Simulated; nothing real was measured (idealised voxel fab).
The process module presented herein is designated voxel self aligned vias.
195 nm wide, 5 nm square cells: that's cross-section cut.
Heads up, the way a cross-section reads in here is a grid of square cells, handed over as bands from the top down, with every band being one or more rows of cells.
Heads up on the band format: heights come first, top then bottom, in nm. After that it's the materials left to right, each with its width in nm. A single material flagged "throughout" fills the whole band edge to edge, and "blank" means there's empty space there.
A quick word on heights: they are counted from 0, and under that level the wafer as it came to us is one material throughout. The lowest band is different from the rest in having no bottom; it simply continues downward, written as in "0 and below".
A width such as "30 to 40" changes by the same amount from each row of cells to the next, from the band's top row to its bottom row.
The cross-section has no changed cell in any step marked "no change".
Closed empty spaces (no open way to the top) of 8 cells or more are what "Trapped voids" lists, each as width x height at distance from the left edge, nm for all three.
That trailing text on a step's line, after the settings, is the simulator's own remark on the step.
The "overlay nm" setting may appear on a step's line; for a step that uses a mask, it gives how far to the right of its planned position the mask lay, and a negative value indicates the left.
## Process steps (planned)
1,RECEIVE, material Si
2,CONFORMAL_DEP, material SiO2, thk nm 10
3,CONFORMAL_DEP, material SiCN, thk nm 5
4,DIRECTIONAL_DEP, material lowk, thk nm 25
5,PATTERN, tone open, mask id LINES, material resist, width nm 25, pitch nm 65, thk nm 15, overlay nm 0
6,DIRECTIONAL_ETCH, etch materials lowk, depth nm 25
7,STRIP, etch materials resist
8,CONFORMAL_DEP, material TiN, thk nm 5
9,FILL_DEP, material W, thk nm 5
10,CMP, height nm 40
11,SELECTIVE_ETCH, etch materials W Ru TiN, depth nm 5
12,FILL_DEP, material SiN, thk nm 5
13,CMP, height nm 40
14,DIRECTIONAL_DEP, material lowk, thk nm 20
15,PATTERN, tone open, mask id VIAS, material resist, width nm 35, pitch nm 65, thk nm 15, overlay nm 0
16,DIRECTIONAL_ETCH, etch materials lowk, depth nm 20
17,DIRECTIONAL_ETCH, etch materials SiN, depth nm 5
18,STRIP, etch materials resist
19,CONFORMAL_DEP, material TiN, thk nm 5
20,FILL_DEP, material Ru, thk nm 10
21,CMP, height nm 60
22,CONFORMAL_DEP, material SiCN, thk nm 5
## The following pertains to the first of two wafers, which was processed as planned
## Wafer as received: cross-section following step 1
0 and below = Si throughout
Trapped voids: none
## After step 2: wafer cross-section
10 down to 0 = SiO2 throughout
Lower than 0, everything is as it was.
## After step 3: wafer cross-section
15 down to 10 = SiCN throughout
Lower than 10, everything is as it was.
## After step 4: wafer cross-section
40 down to 15 = lowk throughout
Lower than 15, everything is as it was.
## After step 5: wafer cross-section
55 down to 40 = resist 50 nm, then blank 25 nm, then resist 40 nm, then blank 25 nm, then resist 55 nm
Lower than 40, everything is as it was.
## After step 6: wafer cross-section
55 down to 40 = resist 50 nm, then blank 25 nm, then resist 40 nm, then blank 25 nm, then resist 55 nm
40 down to 15 = lowk 50 nm, then blank 25 nm, then lowk 40 nm, then blank 25 nm, then lowk 55 nm
Lower than 15, everything is as it was.
## After step 7: wafer cross-section
40 down to 15 = lowk 50 nm, then blank 25 nm, then lowk 40 nm, then blank 25 nm, then lowk 55 nm
Lower than 15, everything is as it was.
## After step 8: wafer cross-section
45 down to 40 = TiN 55 nm, then blank 15 nm, then TiN 50 nm, then blank 15 nm, then TiN 60 nm
40 down to 20 = lowk 50 nm, then TiN 5 nm, then blank 15 nm, then TiN 5 nm, then lowk 40 nm, then TiN 5 nm, then blank 15 nm, then TiN 5 nm, then lowk 55 nm
20 down to 15 = lowk 50 nm, then TiN 25 nm, then lowk 40 nm, then TiN 25 nm, then lowk 55 nm
Lower than 15, everything is as it was.
## After step 9: wafer cross-section
50 down to 45 = W throughout
45 down to 40 = TiN 55 nm, then W 15 nm, then TiN 50 nm, then W 15 nm, then TiN 60 nm
40 down to 20 = lowk 50 nm, then TiN 5 nm, then W 15 nm, then TiN 5 nm, then lowk 40 nm, then TiN 5 nm, then W 15 nm, then TiN 5 nm, then lowk 55 nm
Lower than 20, everything is as it was.
## After step 10: wafer cross-section
40 down to 20 = lowk 50 nm, then TiN 5 nm, then W 15 nm, then TiN 5 nm, then lowk 40 nm, then TiN 5 nm, then W 15 nm, then TiN 5 nm, then lowk 55 nm
Lower than 20, everything is as it was.
## After step 11: wafer cross-section
40 down to 35 = lowk 50 nm, then blank 25 nm, then lowk 40 nm, then blank 25 nm, then lowk 55 nm
Lower than 35, everything is as it was.
## After step 12: wafer cross-section
45 down to 40 = SiN throughout
40 down to 35 = lowk 50 nm, then SiN 25 nm, then lowk 40 nm, then SiN 25 nm, then lowk 55 nm
Lower than 35, everything is as it was.
## After step 13: wafer cross-section
40 down to 35 = lowk 50 nm, then SiN 25 nm, then lowk 40 nm, then SiN 25 nm, then lowk 55 nm
Lower than 35, everything is as it was.
## After step 14: wafer cross-section
60 down to 40 = lowk throughout
Lower than 40, everything is as it was.
## After step 15: wafer cross-section
75 down to 60 = resist 45 nm, then blank 35 nm, then resist 30 nm, then blank 35 nm, then resist 50 nm
Lower than 60, everything is as it was.
## After step 16: wafer cross-section
75 down to 60 = resist 45 nm, then blank 35 nm, then resist 30 nm, then blank 35 nm, then resist 50 nm
60 down to 40 = lowk 45 nm, then blank 35 nm, then lowk 30 nm, then blank 35 nm, then lowk 50 nm
Lower than 40, everything is as it was.
## After step 17: wafer cross-section
75 down to 60 = resist 45 nm, then blank 35 nm, then resist 30 nm, then blank 35 nm, then resist 50 nm
60 down to 40 = lowk 45 nm, then blank 35 nm, then lowk 30 nm, then blank 35 nm, then lowk 50 nm
40 down to 35 = lowk 50 nm, then blank 25 nm, then lowk 40 nm, then blank 25 nm, then lowk 55 nm
Lower than 35, everything is as it was.
## After step 18: wafer cross-section
60 down to 40 = lowk 45 nm, then blank 35 nm, then lowk 30 nm, then blank 35 nm, then lowk 50 nm
Lower than 40, everything is as it was.
## After step 19: wafer cross-section
65 down to 60 = TiN 50 nm, then blank 25 nm, then TiN 40 nm, then blank 25 nm, then TiN 55 nm
60 down to 45 = lowk 45 nm, then TiN 5 nm, then blank 25 nm, then TiN 5 nm, then lowk 30 nm, then TiN 5 nm, then blank 25 nm, then TiN 5 nm, then lowk 50 nm
45 down to 40 = lowk 45 nm, then TiN 10 nm, then blank 15 nm, then TiN 10 nm, then lowk 30 nm, then TiN 10 nm, then blank 15 nm, then TiN 10 nm, then lowk 50 nm
40 down to 35 = lowk 50 nm, then TiN 25 nm, then lowk 40 nm, then TiN 25 nm, then lowk 55 nm
Lower than 35, everything is as it was.
## After step 20: wafer cross-section
75 down to 65 = Ru throughout
65 down to 60 = TiN 50 nm, then Ru 25 nm, then TiN 40 nm, then Ru 25 nm, then TiN 55 nm
60 down to 45 = lowk 45 nm, then TiN 5 nm, then Ru 25 nm, then TiN 5 nm, then lowk 30 nm, then TiN 5 nm, then Ru 25 nm, then TiN 5 nm, then lowk 50 nm
45 down to 40 = lowk 45 nm, then TiN 10 nm, then Ru 15 nm, then TiN 10 nm, then lowk 30 nm, then TiN 10 nm, then Ru 15 nm, then TiN 10 nm, then lowk 50 nm
Lower than 40, everything is as it was.
## After step 21: wafer cross-section
60 down to 45 = lowk 45 nm, then TiN 5 nm, then Ru 25 nm, then TiN 5 nm, then lowk 30 nm, then TiN 5 nm, then Ru 25 nm, then TiN 5 nm, then lowk 50 nm
Lower than 45, everything is as it was.
## After step 22: wafer cross-section
65 down to 60 = SiCN throughout
Lower than 60, everything is as it was.
## Second of two: same start, same plan, one run error; steps up to and including 15 match the first
## Second wafer, sectioned view, at step 16's planned end time
75 down to 60 = resist 45 nm, then blank 35 nm, then resist 30 nm, then blank 35 nm, then resist 50 nm
60 down to 40 = lowk 45 nm, then blank 35 nm, then lowk 30 nm, then blank 35 nm, then lowk 50 nm
40 down to 35 = lowk 45 nm, then blank 5 nm, then SiN 25 nm, then blank 5 nm, then lowk 30 nm, then blank 5 nm, then SiN 25 nm, then blank 5 nm, then lowk 50 nm
35 down to 20 = lowk 45 nm, then blank 5 nm, then TiN 5 nm, then W 15 nm, then TiN 5 nm, then blank 5 nm, then lowk 30 nm, then blank 5 nm, then TiN 5 nm, then W 15 nm, then TiN 5 nm, then blank 5 nm, then lowk 50 nm
Lower than 20, everything is as it was.
## Second wafer, sectioned view, at step 17's planned end time
75 down to 60 = resist 45 nm, then blank 35 nm, then resist 30 nm, then blank 35 nm, then resist 50 nm
60 down to 35 = lowk 45 nm, then blank 35 nm, then lowk 30 nm, then blank 35 nm, then lowk 50 nm
Lower than 35, everything is as it was.
## Second wafer, sectioned view, at step 18's planned end time
60 down to 35 = lowk 45 nm, then blank 35 nm, then lowk 30 nm, then blank 35 nm, then lowk 50 nm
Lower than 35, everything is as it was.
## Second wafer, sectioned view, at step 19's planned end time
65 down to 60 = TiN 50 nm, then blank 25 nm, then TiN 40 nm, then blank 25 nm, then TiN 55 nm
60 down to 40 = lowk 45 nm, then TiN 5 nm, then blank 25 nm, then TiN 5 nm, then lowk 30 nm, then TiN 5 nm, then blank 25 nm, then TiN 5 nm, then lowk 50 nm
40 down to 35 = lowk 45 nm, then TiN 35 nm, then lowk 30 nm, then TiN 35 nm, then lowk 50 nm
35 down to 20 = lowk 45 nm, then TiN 10 nm, then W 15 nm, then TiN 10 nm, then lowk 30 nm, then TiN 10 nm, then W 15 nm, then TiN 10 nm, then lowk 50 nm
Lower than 20, everything is as it was.
## Second wafer, sectioned view, at step 20's planned end time
75 down to 65 = Ru throughout
65 down to 60 = TiN 50 nm, then Ru 25 nm, then TiN 40 nm, then Ru 25 nm, then TiN 55 nm
60 down to 40 = lowk 45 nm, then TiN 5 nm, then Ru 25 nm, then TiN 5 nm, then lowk 30 nm, then TiN 5 nm, then Ru 25 nm, then TiN 5 nm, then lowk 50 nm
Lower than 40, everything is as it was.
## Second wafer, sectioned view, at step 21's planned end time
60 down to 40 = lowk 45 nm, then TiN 5 nm, then Ru 25 nm, then TiN 5 nm, then lowk 30 nm, then TiN 5 nm, then Ru 25 nm, then TiN 5 nm, then lowk 50 nm
Lower than 40, everything is as it was.
## Second wafer, sectioned view, at step 22's planned end time
65 down to 60 = SiCN throughout
Lower than 60, everything is as it was.
Error vs. plan: step 16 of the plan was executed twice over
Materials where the second wafer ends with more or fewer cells than the first: Ru +4, TiN +12, lowk -16
